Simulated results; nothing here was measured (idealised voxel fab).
Proc. module: voxel capacitor over wiring
Shown is cross-section cut, with a width of 235 nm and square cells of size 5 nm.
Cross-section = grid of square cells, listed top down in bands; band = one or more rows.
For a band, the entry starts with two heights in nm, that of the top and then that of the bottom, and carries on with the band's materials in order from left to right, each alongside its width in nm; the word "full width" beside a single material means it fills the band edge to edge, and "air" means empty space.
Measure heights from 0. That's the level where, below it, the as-received wafer is all one material. The lowest band is bottomless and extends downward; write it as in "0 down".
A two-number width, for instance "30->40", indicates that the width is equal to the first number in the top row of the band and to the second number in the bottom row, and that it changes by a constant amount per row of cells.
Where a step carries "nothing changed", the cross-section came out of it unchanged, cell for cell.
Each empty space that has no open way to the top and spans at least 8 cells appears under "Sealed-off cavities" as width x height at distance, the distance counted from the left edge, all in nm.
Step line, after settings: the simulator's comment on this step.
A step's line can hold "overlay nm"; with a mask on that step, the setting says how far right of the planned place the mask lay, while a negative setting says it lay to the left.
The process steps that were planned are listed below:
1) RECEIVE, material Si
2) CONFORMAL_DEP, material SiO2, thk nm 15
3) DIRECTIONAL_DEP, material TiN, thk nm 5
4) DIRECTIONAL_DEP, material W, thk nm 20
5) MASKED_ETCH, tone cover, mask id METAL_1, width nm 25, pitch nm 95, etch materials W, depth nm 20, overlay nm 0
6) MASKED_ETCH, tone cover, mask id METAL_1, width nm 25, pitch nm 95, etch materials TiN, depth nm 5, overlay nm 0
7) CONFORMAL_DEP, material SiN, thk nm 5
8) FILL_DEP, material lowk, thk nm 5
9) CMP, height nm 40
10) CONFORMAL_DEP, material SiCN, thk nm 5
11) DIRECTIONAL_DEP, material SiO2, thk nm 20
12) MASKED_ETCH, tone open, mask id PLUG_1, width nm 15, etch materials SiO2, depth nm 20, overlay nm 0
13) MASKED_ETCH, tone open, mask id PLUG_1, width nm 15, etch materials SiCN, depth nm 5, overlay nm 0
14) EPI, material Ru, thk nm 10
15) EPI, material Ru, thk nm 10
16) EPI, material Ru, thk nm 5
17) DIRECTIONAL_DEP, material TiN, thk nm 10
18) DIRECTIONAL_DEP, material Al2O3, thk nm 5
19) DIRECTIONAL_DEP, material TiN, thk nm 10
20) DIRECTIONAL_DEP, material aC, thk nm 15
21) PATTERN, tone cover, mask id UPPER_PLATE, material resist, width nm 75, thk nm 35, overlay nm 0
22) DIRECTIONAL_ETCH, etch materials aC, depth nm 15
23) STRIP, etch materials resist
24) DIRECTIONAL_ETCH, etch materials TiN, depth nm 10
25) DIRECTIONAL_ETCH, etch materials Al2O3, depth nm 5
26) STRIP, etch materials aC
27) MASKED_ETCH, tone cover, mask id LOWER_PLATE, width nm 85, etch materials TiN, depth nm 10, overlay nm 0
28) FILL_DEP, material SiO2, thk nm 15
29) CMP, height nm 100
30) DIRECTIONAL_DEP, material aC, thk nm 10
31) PATTERN, tone open, mask id PLUG_2, material resist, width nm 15, thk nm 25, overlay nm 0
32) DIRECTIONAL_ETCH, etch materials aC, depth nm 10
33) STRIP, etch materials resist
34) DIRECTIONAL_ETCH, etch materials SiO2, depth nm 10
35) STRIP, etch materials aC
36) CONFORMAL_DEP, material TiN, thk nm 5
37) FILL_DEP, material Ru, thk nm 10
38) CMP, height nm 100
39) CONFORMAL_DEP, material SiN, thk nm 5
Incoming wafer, cross-sectional view, post step 1:
  0 down = Si full width
  Sealed-off cavities: none
The cross-section shown corresponds to the wafer at the conclusion of the module. The initial structure and the process plan are those presented above; however, one mistake occurred in executing the plan:
  105 to 100 = SiN full width
  100 to 95 = SiO2 75  TiN 5  Ru 5  TiN 5  SiO2 145
  95 to 90 = SiO2 75  TiN 15  SiO2 145
  90 to 85 = SiO2 full width
  85 to 75 = SiO2 65  TiN 75  SiO2 95
  75 to 65 = SiO2 60  TiN 85  SiO2 90
  65 to 45 = SiO2 65  Ru 15  SiO2 155
  45 to 40 = SiCN 65  Ru 15  SiCN 155
  40 to 20 = lowk 50  SiN 5  W 25  SiN 5  lowk 60  SiN 5  W 25  SiN 5  lowk 55
  20 to 15 = SiN 55  TiN 25  SiN 70  TiN 25  SiN 60
  15 to 0 = SiO2 full width
  0 down = Si full width
  Sealed-off cavities: none
The plan and the run diverged here: plan step 18: skipped, not run
